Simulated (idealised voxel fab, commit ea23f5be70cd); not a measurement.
This section sets out a process module, namely voxel transistor to metal.
It is cross-section cut that appears here, measuring 170 nm in width, its square cells being 5 nm in size.
Heads up, the way a cross-section reads in here is a grid of square cells, handed over as bands from the top down, with every band being one or more rows of cells.
Band: top height; bottom height; in nm. Then, left to right: material with width in nm, for each material. "full width": a single material spanning edge to edge. "air": empty space.
Height reference: 0 = level under which incoming wafer is all one material. Lowest band: no bottom, runs on downward, e.g. "0 -> down".
With a width like "30 to 40", each row of cells in the band differs from the next by the same amount, the top row carrying the first number and the bottom row the second.
"same as before" after a step means that no cell of the cross-section changed.
Heads up: "Encapsulated voids" only lists the empty pockets with no open path to the top that are 8 cells or more, and it writes them as width x height at distance, distance from the left edge, in nm.
Where a step's line continues beyond its settings, the continuation is a remark by the simulator itself on that step.
On any step carrying a mask, the "overlay nm" setting, if present on the step's line, tells how far right of its planned place the mask lay; negative values point to the left.

Here's what the planned process steps look like
1) RECEIVE (material Si)
2) CONFORMAL_DEP (material SiO2; thk nm 5)
3) CONFORMAL_DEP (material SiN; thk nm 10)
4) PATTERN (tone cover; mask id ACTIVE; material resist; width nm 95; thk nm 15; overlay nm 0)
5) DIRECTIONAL_ETCH (etch materials SiN; depth nm 10)
6) DIRECTIONAL_ETCH (etch materials SiO2; depth nm 5)
7) DIRECTIONAL_ETCH (etch materials Si; depth nm 35)
8) STRIP (etch materials resist)
9) FILL_DEP (material SiO2; thk nm 10)
10) CMP (height nm 15)
11) SELECTIVE_ETCH (etch materials SiO2; depth nm 5)
12) STRIP (etch materials SiN)
13) SELECTIVE_ETCH (etch materials SiO2; depth nm 5)
14) OXIDIZE (depth nm 5)
15) DIRECTIONAL_DEP (material polySi; thk nm 25)
16) DIRECTIONAL_DEP (material SiCN; thk nm 10)
17) PATTERN (tone cover; mask id GATE; material resist; width nm 25; thk nm 15; overlay nm 0)
18) DIRECTIONAL_ETCH (etch materials SiCN; depth nm 20)
19) DIRECTIONAL_ETCH (etch materials polySi; depth nm 35)
20) STRIP (etch materials resist)
21) CONFORMAL_DEP (material SiO2; thk nm 5)
22) DIRECTIONAL_ETCH (etch materials SiO2; depth nm 5)
23) CONFORMAL_DEP (material SiN; thk nm 10)
24) DIRECTIONAL_ETCH (etch materials SiN; depth nm 10)
25) DIRECTIONAL_ETCH (etch materials SiO2; depth nm 5)
26) DIRECTIONAL_ETCH (etch materials Si; depth nm 10)
27) EPI (material SiGe; thk nm 10)
28) FILL_DEP (material SiO2; thk nm 5)
29) CMP (height nm 35)
30) DIRECTIONAL_DEP (material SiO2; thk nm 15)
31) MASKED_ETCH (tone open; mask id CONTACT; width nm 25; pitch nm 60; etch materials SiO2; depth nm 45; overlay nm 0)
32) CONFORMAL_DEP (material TiN; thk nm 5)
33) FILL_DEP (material W; thk nm 5)
34) CMP (height nm 50)
35) DIRECTIONAL_DEP (material TiN; thk nm 5)
36) DIRECTIONAL_DEP (material Ru; thk nm 25)
37) PATTERN (tone cover; mask id METAL_1; material resist; width nm 15; pitch nm 70; thk nm 15; overlay nm 0)
38) DIRECTIONAL_ETCH (etch materials Ru; depth nm 25)
39) DIRECTIONAL_ETCH (etch materials TiN; depth nm 5)
40) STRIP (etch materials resist)
41) FILL_DEP (material SiO2; thk nm 5)
42) CMP (height nm 80)
43) CONFORMAL_DEP (material SiCN; thk nm 5)
44) DIRECTIONAL_DEP (material SiO2; thk nm 25)
45) PATTERN (tone open; mask id METAL_2; material resist; width nm 15; pitch nm 70; thk nm 20; overlay nm 0)
46) DIRECTIONAL_ETCH (etch materials SiO2; depth nm 15)
47) STRIP (etch materials resist)
48) DIRECTIONAL_DEP (material aC; thk nm 10)
49) PATTERN (tone open; mask id METAL_2_HOLES; material resist; width nm 15; pitch nm 70; thk nm 30; overlay nm 0)
50) DIRECTIONAL_ETCH (etch materials aC; depth nm 10)
51) STRIP (etch materials resist)
52) DIRECTIONAL_ETCH (etch materials SiO2; depth nm 10)
53) DIRECTIONAL_ETCH (etch materials SiCN; depth nm 5)
54) STRIP (etch materials aC)
55) CONFORMAL_DEP (material TiN; thk nm 5)
56) FILL_DEP (material Ru; thk nm 10)
57) CMP (height nm 110)
58) CONFORMAL_DEP (material SiN; thk nm 5)

Incoming wafer in cross-section (state: after step 1)
    0 -> down: Si full width
    Encapsulated voids: none

Cross-section: first of two wafers, module finished, run according to plan
    115 -> 110: SiN full width
    110 -> 85: 40 nm SiO2 / 5 nm TiN / 5 nm Ru / 5 nm TiN / 55 nm SiO2 / 5 nm TiN / 5 nm Ru / 5 nm TiN / 45 nm SiO2
    85 -> 80: 40 nm SiCN / 15 nm TiN / 55 nm SiCN / 15 nm TiN / 45 nm SiCN
    80 -> 55: 40 nm SiO2 / 15 nm Ru / 55 nm SiO2 / 15 nm Ru / 45 nm SiO2
    55 -> 50: 40 nm SiO2 / 15 nm TiN / 55 nm SiO2 / 15 nm TiN / 45 nm SiO2
    50 -> 40: 40 nm SiO2 / 5 nm TiN / 15 nm W / 5 nm TiN / 35 nm SiO2 / 5 nm TiN / 15 nm W / 5 nm TiN / 45 nm SiO2
    40 -> 35: 40 nm SiO2 / 5 nm TiN / 5 nm W / 15 nm TiN / 35 nm SiO2 / 15 nm TiN / 5 nm W / 5 nm TiN / 45 nm SiO2
    35 -> 25: 40 nm SiO2 / 5 nm TiN / 5 nm W / 5 nm TiN / 10 nm SiN / 5 nm SiO2 / 25 nm SiCN / 5 nm SiO2 / 10 nm SiN / 5 nm TiN / 5 nm W / 5 nm TiN / 45 nm SiO2
    25 -> 10: 40 nm SiO2 / 5 nm TiN / 5 nm W / 5 nm TiN / 10 nm SiN / 5 nm SiO2 / 25 nm polySi / 5 nm SiO2 / 10 nm SiN / 5 nm TiN / 5 nm W / 5 nm TiN / 45 nm SiO2
    10 -> 5: 40 nm SiO2 / 15 nm TiN / 10 nm SiN / 5 nm SiO2 / 25 nm polySi / 5 nm SiO2 / 10 nm SiN / 15 nm TiN / 45 nm SiO2
    5 -> 0: 35 nm SiO2 / 10 nm SiN / 10 nm SiGe / 10 nm SiN / 5 nm SiO2 / 25 nm polySi / 5 nm SiO2 / 10 nm SiN / 10 nm SiGe / 10 nm SiN / 40 nm SiO2
    0 -> -5: 45 nm SiO2 / 10 nm SiGe / 55 nm SiO2 / 10 nm SiGe / 50 nm SiO2
    -5 -> -15: 35 nm SiO2 / 10 nm Si / 10 nm SiGe / 55 nm Si / 10 nm SiGe / 10 nm Si / 40 nm SiO2
    -15 -> -35: 35 nm SiO2 / 95 nm Si / 40 nm SiO2
    -35 -> down: Si full width
    Encapsulated voids: none

End-of-module cross-section of the second wafer: identical starting point and process plan to the first, with one processing mistake
    115 -> 110: SiN full width
    110 -> 105: 40 nm SiCN / 15 nm TiN / 55 nm SiCN / 15 nm TiN / 45 nm SiCN
    105 -> 80: SiO2 full width
    80 -> 55: 40 nm SiO2 / 15 nm Ru / 55 nm SiO2 / 15 nm Ru / 45 nm SiO2
    55 -> 50: 40 nm SiO2 / 15 nm TiN / 55 nm SiO2 / 15 nm TiN / 45 nm SiO2
    50 -> 40: 40 nm SiO2 / 5 nm TiN / 15 nm W / 5 nm TiN / 35 nm SiO2 / 5 nm TiN / 15 nm W / 5 nm TiN / 45 nm SiO2
    40 -> 35: 40 nm SiO2 / 5 nm TiN / 5 nm W / 15 nm TiN / 35 nm SiO2 / 15 nm TiN / 5 nm W / 5 nm TiN / 45 nm SiO2
    35 -> 25: 40 nm SiO2 / 5 nm TiN / 5 nm W / 5 nm TiN / 10 nm SiN / 5 nm SiO2 / 25 nm SiCN / 5 nm SiO2 / 10 nm SiN / 5 nm TiN / 5 nm W / 5 nm TiN / 45 nm SiO2
    25 -> 10: 40 nm SiO2 / 5 nm TiN / 5 nm W / 5 nm TiN / 10 nm SiN / 5 nm SiO2 / 25 nm polySi / 5 nm SiO2 / 10 nm SiN / 5 nm TiN / 5 nm W / 5 nm TiN / 45 nm SiO2
    10 -> 5: 40 nm SiO2 / 15 nm TiN / 10 nm SiN / 5 nm SiO2 / 25 nm polySi / 5 nm SiO2 / 10 nm SiN / 15 nm TiN / 45 nm SiO2
    5 -> 0: 35 nm SiO2 / 10 nm SiN / 10 nm SiGe / 10 nm SiN / 5 nm SiO2 / 25 nm polySi / 5 nm SiO2 / 10 nm SiN / 10 nm SiGe / 10 nm SiN / 40 nm SiO2
    0 -> -5: 45 nm SiO2 / 10 nm SiGe / 55 nm SiO2 / 10 nm SiGe / 50 nm SiO2
    -5 -> -15: 35 nm SiO2 / 10 nm Si / 10 nm SiGe / 55 nm Si / 10 nm SiGe / 10 nm Si / 40 nm SiO2
    -15 -> -35: 35 nm SiO2 / 95 nm Si / 40 nm SiO2
    -35 -> down: Si full width
    Encapsulated voids: none
The plan and the run diverged here: contrary to the plan, steps 43 and 44 were processed in exchanged order
Cell-count delta at end, second wafer over first, by material: -10 Ru; +30 SiO2; -20 TiN
